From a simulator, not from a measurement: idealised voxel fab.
Process module, titled voxel quadruple lines
FYI the section here is cut, 280 nm wide, cells are 5 nm squares.
Format of a cross-section: grid, square cells. Given as bands. Order: top down. Band: one or more rows of cells. It is stipulated that each band's entry specify, in nanometres, the height of the top of the band and then that of its bottom, followed by the materials of the band in left-to-right sequence, each together with its width in nanometres. A single material marked by the word "full width" is understood to fill the band from edge to edge; the word "empty" is understood to denote empty space. Beneath 0, the wafer as received is one material, and that level is where height counting begins. The lowest band goes on downward without a bottom; it is written like "0..down". A two-number width, for instance "30..40", indicates that the width is equal to the first number in the top row of the band and to the second number in the bottom row, and that it changes by a constant amount per row of cells. The designation "nothing different", where it is given for a processing step, indicates that no cell of the cross-section was altered in the course of that step. In "Enclosed internal voids" the enclosed voids are listed, meaning empty spaces of 8 cells or larger without any opening to the top. The form is width x height at distance, distance from the left edge, units nm. On a step's line, text after the settings is the simulator commenting on that step. The "overlay nm" setting may appear on a step's line; for a step that uses a mask, it gives how far to the right of its planned position the mask lay, and a negative value indicates the left.

**The process steps that were planned are listed below**
| 1 | RECEIVE | material Si |
| 2 | CONFORMAL_DEP | material SiO2 | thk nm 10 |
| 3 | DIRECTIONAL_DEP | material W | thk nm 15 |
| 4 | DIRECTIONAL_DEP | material polySi | thk nm 20 |
| 5 | DIRECTIONAL_DEP | material aC | thk nm 20 |
| 6 | PATTERN | tone cover | mask id MANDREL | material resist | width nm 30 | thk nm 25 | overlay nm 0 |
| 7 | DIRECTIONAL_ETCH | etch materials aC | depth nm 20 |
| 8 | STRIP | etch materials resist |
| 9 | CONFORMAL_DEP | material SiO2 | thk nm 10 |
| 10 | DIRECTIONAL_ETCH | etch materials SiO2 | depth nm 10 |
| 11 | STRIP | etch materials aC |
| 12 | DIRECTIONAL_ETCH | etch materials polySi | depth nm 20 |
| 13 | STRIP | etch materials SiO2 |
| 14 | CONFORMAL_DEP | material SiN | thk nm 10 |
| 15 | DIRECTIONAL_ETCH | etch materials SiN | depth nm 5 |
| 16 | STRIP | etch materials polySi |
| 17 | DIRECTIONAL_ETCH | etch materials W | depth nm 15 |
| 18 | STRIP | etch materials SiN |
The value of depth nm given for step 15 in the plan refers to the first wafer; the wafers vary in this setting and are alike at the start.

**As received, i.e. after step 1: cross-section through the first of several wafers**
  0..down = Si full width
  Enclosed internal voids: none

**What follows is a table in which each wafer occupies a row; for the wafer as it stands at the close of the module, the row states, material by material, how many cells have been gained (+) or lost (-) since receipt, and then gives its closed voids**
depth nm 5 | +112 SiO2 | +168 W | +16 polySi | Enclosed internal voids: none
depth nm 10 | +112 SiO2 | +24 W | Enclosed internal voids: none
depth nm 15 | +112 SiO2 | +24 W | Enclosed internal voids: none
depth nm 20 | +112 SiO2 | +24 W | Enclosed internal voids: none
depth nm 25 | +112 SiO2 | +24 W | Enclosed internal voids: none
